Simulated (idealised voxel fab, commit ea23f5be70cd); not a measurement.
Presented below is a process module, voxel tone inversion.
The width of the displayed cross-section, cut, is 155 nm; its cells are square, with a size of 5 nm.
A cross-section in this document is a grid of square cells, and it is written down as bands, the top band listed before the ones below it; a band is made up of one or more rows of cells. It is stipulated that each band's entry specify, in nanometres, the height of the top of the band and then that of its bottom, followed by the materials of the band in left-to-right sequence, each together with its width in nanometres. A single material marked by the word "full width" is understood to fill the band from edge to edge; the word "empty" is understood to denote empty space. Heights are expressed relative to 0, this being the level below which the as-received wafer comprises one material exclusively. The lowest band is unbounded in the downward direction and is denoted as in "top 0, no bottom". Graded width ("30..40"): value in top row of band = first number; value in bottom row = second number; row-to-row change constant. When a step is marked "remained unchanged", none of the cells in the cross-section changed during that step. "Voids lacking openings" contains a list of empty spaces, each no smaller than 8 cells and without an open way to the top, written in the form width x height at distance with the distance from the left edge and all three in nm. On a step's line, text after the settings is the simulator commenting on that step. overlay nm: for a step with a mask, the amount by which the mask lay right of where it was planned; a negative amount means left of it.

-- These are the steps we planned for the process
1,op RECEIVE | material Si
2,op CONFORMAL_DEP | material SiCN | thk nm 10
3,op DIRECTIONAL_DEP | material aC | thk nm 25
4,op PATTERN | tone cover | mask id POSTS | material resist | width nm 20 | pitch nm 40 | thk nm 30 | overlay nm 0
5,op DIRECTIONAL_ETCH | etch materials aC | depth nm 25
6,op STRIP | etch materials resist
7,op FILL_DEP | material lowk | thk nm 5
8,op CMP | height nm 35
9,op STRIP | etch materials aC

-- The first of a set of two wafers, run to plan

-- Cross-section, incoming material, after step 1
* top 0, no bottom | Si full width
* Voids lacking openings: none

-- Step 2 complete: cross-section through the wafer
* top 10, bottom 0 | SiCN full width
* Under 0: no change, same as before.

-- Step 3 complete: cross-section through the wafer
* top 35, bottom 10 | aC full width
* Under 10: no change, same as before.

-- Step 4 complete: cross-section through the wafer
* top 65, bottom 35 | empty: 25, then resist: 20, then empty: 20, then resist: 20, then empty: 20, then resist: 20, then empty: 30
* Under 35: no change, same as before.

-- Step 5 complete: cross-section through the wafer
* top 40, bottom 35 | empty: 25, then resist: 20, then empty: 20, then resist: 20, then empty: 20, then resist: 20, then empty: 30
* top 35, bottom 10 | empty: 25, then aC: 20, then empty: 20, then aC: 20, then empty: 20, then aC: 20, then empty: 30
* Under 10: no change, same as before.

-- Step 6 complete: cross-section through the wafer
* top 35, bottom 10 | empty: 25, then aC: 20, then empty: 20, then aC: 20, then empty: 20, then aC: 20, then empty: 30
* Under 10: no change, same as before.

-- Step 7 complete: cross-section through the wafer
* top 40, bottom 35 | lowk full width
* top 35, bottom 10 | lowk: 25, then aC: 20, then lowk: 20, then aC: 20, then lowk: 20, then aC: 20, then lowk: 30
* Under 10: no change, same as before.

-- Step 8 complete: cross-section through the wafer
* top 35, bottom 10 | lowk: 25, then aC: 20, then lowk: 20, then aC: 20, then lowk: 20, then aC: 20, then lowk: 30
* Under 10: no change, same as before.

-- Step 9 complete: cross-section through the wafer
* top 35, bottom 10 | lowk: 25, then empty: 20, then lowk: 20, then empty: 20, then lowk: 20, then empty: 20, then lowk: 30
* Under 10: no change, same as before.

-- Wafer two. Same start, same plan, one slip in execution. Same as wafer one through step 6, inclusive

-- The second wafer in cross-section, at the planned close of step 7
* top 45, bottom 35 | lowk full width
* top 35, bottom 10 | lowk: 25, then aC: 20, then lowk: 20, then aC: 20, then lowk: 20, then aC: 20, then lowk: 30
* Under 10: no change, same as before.

-- The second wafer in cross-section, at the planned close of step 8
* top 35, bottom 10 | lowk: 25, then aC: 20, then lowk: 20, then aC: 20, then lowk: 20, then aC: 20, then lowk: 30
* Under 10: no change, same as before.

-- The second wafer in cross-section, at the planned close of step 9
* top 35, bottom 10 | lowk: 25, then empty: 20, then lowk: 20, then empty: 20, then lowk: 20, then empty: 20, then lowk: 30
* Under 10: no change, same as before.
The mistake made against the process plan was this: step 7 of the plan was carried out twice
The final cross-section is the same for the two wafers, so this model computes the same thing whether or not the mistake was made.
